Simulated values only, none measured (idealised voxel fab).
process module | voxel ribs on slabs
cross-section cut | 165 nm wide | cells 5 nm
A cross-section is a grid of square cells, given in bands from the top down. A band is one or more rows of cells.
Each band's line starts with the height of the band's top and of its bottom, in nm. Then come its materials from left to right, each with its width in nm. One material with "throughout" fills the band from edge to edge. "air" is empty space.
Height 0 is the level under which the wafer as received is all one material. The lowest band goes on downwards, as in "0 down".
A width such as "30 to 40" changes by the same amount from each row of cells to the next, from the band's top row to its bottom row.
"no change" after a step means that no cell of the cross-section changed.
closed voids: empty space of 8 cells or more with no open way to the top, each as width x height at its distance from the left edge, in nm
after a step's settings: what the simulator itself notes on the step
overlay nm, on a step with a mask: how far to the right of its planned place the mask lay; to the left if negative
plan
1 op RECEIVE | material Si
2 op DIRECTIONAL_DEP | material SiO2 | thk nm 20
3 op DIRECTIONAL_DEP | material SiN | thk nm 15
4 op PATTERN | tone cover | mask id RIB | material resist | width nm 15 | thk nm 20 | overlay nm 0
5 op DIRECTIONAL_ETCH | etch materials SiN | depth nm 5
6 op STRIP | etch materials resist
7 op MASKED_ETCH | tone cover | mask id SLAB | width nm 55 | etch materials SiN | depth nm 10 | overlay nm 0
8 op FILL_DEP | material SiO2 | thk nm 25
9 op CMP | height nm 55
10 op DIRECTIONAL_DEP | material TiN | thk nm 10
11 op DIRECTIONAL_DEP | material aC | thk nm 10
12 op PATTERN | tone cover | mask id HEATER | material resist | width nm 25 | thk nm 30 | overlay nm 0
13 op DIRECTIONAL_ETCH | etch materials aC | depth nm 10
14 op STRIP | etch materials resist
15 op DIRECTIONAL_ETCH | etch materials TiN | depth nm 10
16 op STRIP | etch materials aC
17 op CONFORMAL_DEP | material SiO2 | thk nm 10
as received, after step 1
  0 down: Si throughout
  closed voids: none
first wafer at the end, as planned
  75 to 65: air 60 | SiO2 45 | air 60
  65 to 55: SiO2 70 | TiN 25 | SiO2 70
  55 to 35: SiO2 throughout
  35 to 30: SiO2 75 | SiN 15 | SiO2 75
  30 to 20: SiO2 55 | SiN 55 | SiO2 55
  20 to 0: SiO2 throughout
  0 down: Si throughout
  closed voids: none
second wafer at the end: like start, like plan, one mistake
  75 to 65: air 60 | SiO2 45 | air 60
  65 to 55: SiO2 70 | TiN 25 | SiO2 70
  55 to 35: SiO2 throughout
  35 to 30: SiO2 85 | SiN 15 | SiO2 65
  30 to 20: SiO2 55 | SiN 55 | SiO2 55
  20 to 0: SiO2 throughout
  0 down: Si throughout
  closed voids: none
what went wrong: step 4 ran as: op PATTERN | tone cover | mask id RIB | material resist | width nm 15 | thk nm 20 | overlay nm 10
at the end the second wafer has, in cells: as many of each material as the first, in other places
